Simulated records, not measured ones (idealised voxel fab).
The following process module bears the name voxel capacitor over wiring.
Xsec cut, 255 nm wide, square cell size 5 nm.
In what follows, cross-sections appear as grids of square cells, described through bands that run from the top down, where every band is one or more rows of cells.
Band: top height; bottom height; in nm. Then, left to right: material with width in nm, for each material. "full width": a single material spanning edge to edge. "empty": empty space.
Zero point of the height axis is 0; under it, received wafer = one material. Lowest band: continues down indefinitely, "top 0, no bottom".
Width: "30->40" (first number = top row, second number = bottom row, same change from row to row of cells).
"no alteration", as given for a step, is the statement that not any cell of the cross-section underwent a change during that step.
For the entry "closed voids", the listed items are empty spaces with no open way to the top whose size is 8 cells or more; each item follows the pattern width x height at distance, where distance is from the left edge and all three are in nm.
It should be noted that, on the line of a given step, the content following the step's settings is a remark produced by the simulator itself with respect to that step.
Among the settings permitted on a step's line is "overlay nm"; applied to a step with a mask, it specifies the extent to which the mask lay to the right of its planned position, whereas a negative figure signifies a position to the left.
-- The planned process steps are enumerated hereunder
1. RECEIVE [material Si]
2. CONFORMAL_DEP [material SiO2] [thk nm 15]
3. CONFORMAL_DEP [material SiN] [thk nm 5]
4. DIRECTIONAL_DEP [material lowk] [thk nm 25]
5. DIRECTIONAL_DEP [material aC] [thk nm 10]
6. PATTERN [tone open] [mask id METAL_1] [material resist] [width nm 25] [pitch nm 95] [thk nm 25] [overlay nm 0]
7. DIRECTIONAL_ETCH [etch materials aC] [depth nm 10]
8. STRIP [etch materials resist]
9. DIRECTIONAL_ETCH [etch materials lowk] [depth nm 25]
10. DIRECTIONAL_ETCH [etch materials SiN] [depth nm 5]
11. STRIP [etch materials aC]
12. CONFORMAL_DEP [material TiN] [thk nm 5]
13. FILL_DEP [material Cu] [thk nm 10]
14. CMP [height nm 45]
15. CONFORMAL_DEP [material SiCN] [thk nm 5]
16. DIRECTIONAL_DEP [material SiO2] [thk nm 10]
17. PATTERN [tone open] [mask id PLUG_1] [material resist] [width nm 15] [thk nm 15] [overlay nm 0]
18. DIRECTIONAL_ETCH [etch materials SiO2] [depth nm 10]
19. DIRECTIONAL_ETCH [etch materials SiCN] [depth nm 5]
20. STRIP [etch materials resist]
21. CONFORMAL_DEP [material TiN] [thk nm 5]
22. FILL_DEP [material W] [thk nm 10]
23. CMP [height nm 60]
24. DIRECTIONAL_DEP [material TiN] [thk nm 10]
25. DIRECTIONAL_DEP [material SiN] [thk nm 5]
26. DIRECTIONAL_DEP [material TiN] [thk nm 10]
27. DIRECTIONAL_DEP [material aC] [thk nm 10]
28. PATTERN [tone cover] [mask id UPPER_PLATE] [material resist] [width nm 75] [thk nm 25] [overlay nm 0]
29. DIRECTIONAL_ETCH [etch materials aC] [depth nm 10]
30. STRIP [etch materials resist]
31. DIRECTIONAL_ETCH [etch materials TiN] [depth nm 10]
32. DIRECTIONAL_ETCH [etch materials SiN] [depth nm 5]
33. STRIP [etch materials aC]
34. DIRECTIONAL_DEP [material aC] [thk nm 15]
35. PATTERN [tone cover] [mask id LOWER_PLATE] [material resist] [width nm 85] [thk nm 30] [overlay nm 0]
36. DIRECTIONAL_ETCH [etch materials aC] [depth nm 15]
37. STRIP [etch materials resist]
38. DIRECTIONAL_ETCH [etch materials TiN] [depth nm 10]
39. STRIP [etch materials aC]
40. FILL_DEP [material SiO2] [thk nm 15]
41. CMP [height nm 95]
42. DIRECTIONAL_DEP [material aC] [thk nm 10]
43. PATTERN [tone open] [mask id PLUG_2] [material resist] [width nm 15] [thk nm 25] [overlay nm 0]
44. DIRECTIONAL_ETCH [etch materials aC] [depth nm 10]
45. STRIP [etch materials resist]
46. DIRECTIONAL_ETCH [etch materials SiO2] [depth nm 10]
47. STRIP [etch materials aC]
48. CONFORMAL_DEP [material TiN] [thk nm 5]
49. FILL_DEP [material Cu] [thk nm 5]
50. CMP [height nm 95]
51. CONFORMAL_DEP [material SiN] [thk nm 5]
-- This is the cross-section of the wafer as we received it, i.e. after step 1
top 0, no bottom: Si full width
closed voids: none
-- What the wafer looks like in cross-section after this module, when it starts as shown above and follows the plan above but one mistake is made in running it
top 100, bottom 95: SiN full width
top 95, bottom 90: SiO2: 85, TiN: 5, Cu: 5, TiN: 5, SiO2: 155
top 90, bottom 85: SiO2: 85, TiN: 15, SiO2: 155
top 85, bottom 80: SiO2 full width
top 80, bottom 70: SiO2: 75, TiN: 75, SiO2: 105
top 70, bottom 60: SiO2: 70, TiN: 85, SiO2: 100
top 60, bottom 50: SiO2: 75, TiN: 5, W: 5, TiN: 5, SiO2: 165
top 50, bottom 45: SiCN: 75, TiN: 15, SiCN: 165
top 45, bottom 20: lowk: 65, TiN: 5, Cu: 15, TiN: 5, lowk: 70, TiN: 5, Cu: 15, TiN: 5, lowk: 70
top 20, bottom 15: SiN: 65, TiN: 25, SiN: 70, TiN: 25, SiN: 70
top 15, bottom 0: SiO2 full width
top 0, no bottom: Si full width
closed voids: none
Plan not followed: execution of step 25 of the plan did not take place, the step having been omitted
